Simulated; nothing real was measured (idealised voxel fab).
process module | voxel self aligned contacts
cross-section cut | 250 nm wide | cells 5 nm
A cross-section is a grid of square cells, given in bands from the top down. A band is one or more rows of cells.
Each band's line starts with the height of the band's top and of its bottom, in nm. Then come its materials from left to right, each with its width in nm. One material with "throughout" fills the band from edge to edge. "air" is empty space.
Height 0 is the level under which the wafer as received is all one material. The lowest band goes on downwards, as in "0 down".
A width such as "30 to 40" changes by the same amount from each row of cells to the next, from the band's top row to its bottom row.
"no change" after a step means that no cell of the cross-section changed.
closed voids: empty space of 8 cells or more with no open way to the top, each as width x height at its distance from the left edge, in nm
after a step's settings: what the simulator itself notes on the step
overlay nm, on a step with a mask: how far to the right of its planned place the mask lay; to the left if negative
plan
1 op RECEIVE | material Si
2 op CONFORMAL_DEP | material SiO2 | thk nm 5
3 op DIRECTIONAL_DEP | material polySi | thk nm 30
4 op DIRECTIONAL_DEP | material SiN | thk nm 20
5 op MASKED_ETCH | tone cover | mask id GATE | width nm 25 | pitch nm 65 | etch materials SiN | depth nm 20 | overlay nm 0
6 op MASKED_ETCH | tone cover | mask id GATE | width nm 25 | pitch nm 65 | etch materials polySi | depth nm 30 | overlay nm 0
7 op CONFORMAL_DEP | material SiN | thk nm 10
8 op DIRECTIONAL_ETCH | etch materials SiN | depth nm 10
9 op FILL_DEP | material SiO2 | thk nm 15
10 op CMP | height nm 60
11 op PATTERN | tone open | mask id CONTACT | material resist | width nm 50 | pitch nm 65 | thk nm 20 | overlay nm 0
12 op DIRECTIONAL_ETCH | etch materials SiO2 | depth nm 60
13 op STRIP | etch materials resist
14 op CONFORMAL_DEP | material TiN | thk nm 5
15 op FILL_DEP | material W | thk nm 5
16 op CMP | height nm 60
17 op CONFORMAL_DEP | material SiN | thk nm 5
as received, after step 1
  0 down: Si throughout
  closed voids: none
first wafer at the end, as planned
  65 to 60: SiN throughout
  60 to 55: SiO2 65 | TiN 20 | W 10 | TiN 20 | SiO2 15 | TiN 20 | W 10 | TiN 20 | SiO2 70
  55 to 35: SiO2 35 | SiN 45 | TiN 5 | W 10 | TiN 5 | SiN 45 | TiN 5 | W 10 | TiN 5 | SiN 45 | SiO2 40
  35 to 5: SiO2 35 | SiN 10 | polySi 25 | SiN 10 | TiN 5 | W 10 | TiN 5 | SiN 10 | polySi 25 | SiN 10 | TiN 5 | W 10 | TiN 5 | SiN 10 | polySi 25 | SiN 10 | SiO2 40
  5 to 0: SiO2 80 | TiN 20 | SiO2 45 | TiN 20 | SiO2 85
  0 down: Si throughout
  closed voids: none
second wafer at the end: like start, like plan, one mistake
  65 to 60: SiN throughout
  60 to 50: SiO2 65 | TiN 5 | W 40 | TiN 5 | SiO2 15 | TiN 5 | W 40 | TiN 5 | SiO2 70
  50 to 45: SiO2 65 | TiN 10 | W 30 | TiN 10 | SiO2 15 | TiN 10 | W 30 | TiN 10 | SiO2 70
  45 to 35: SiO2 45 | SiN 25 | TiN 5 | W 30 | TiN 5 | SiN 25 | TiN 5 | W 30 | TiN 5 | SiN 25 | SiO2 50
  35 to 5: SiO2 45 | polySi 25 | TiN 5 | W 30 | TiN 5 | polySi 25 | TiN 5 | W 30 | TiN 5 | polySi 25 | SiO2 50
  5 to 0: SiO2 70 | TiN 40 | SiO2 25 | TiN 40 | SiO2 75
  0 down: Si throughout
  closed voids: none
what went wrong: step 7 was left out
at the end the second wafer has, in cells: 150 fewer of SiN | 54 more of SiO2 | 96 more of W
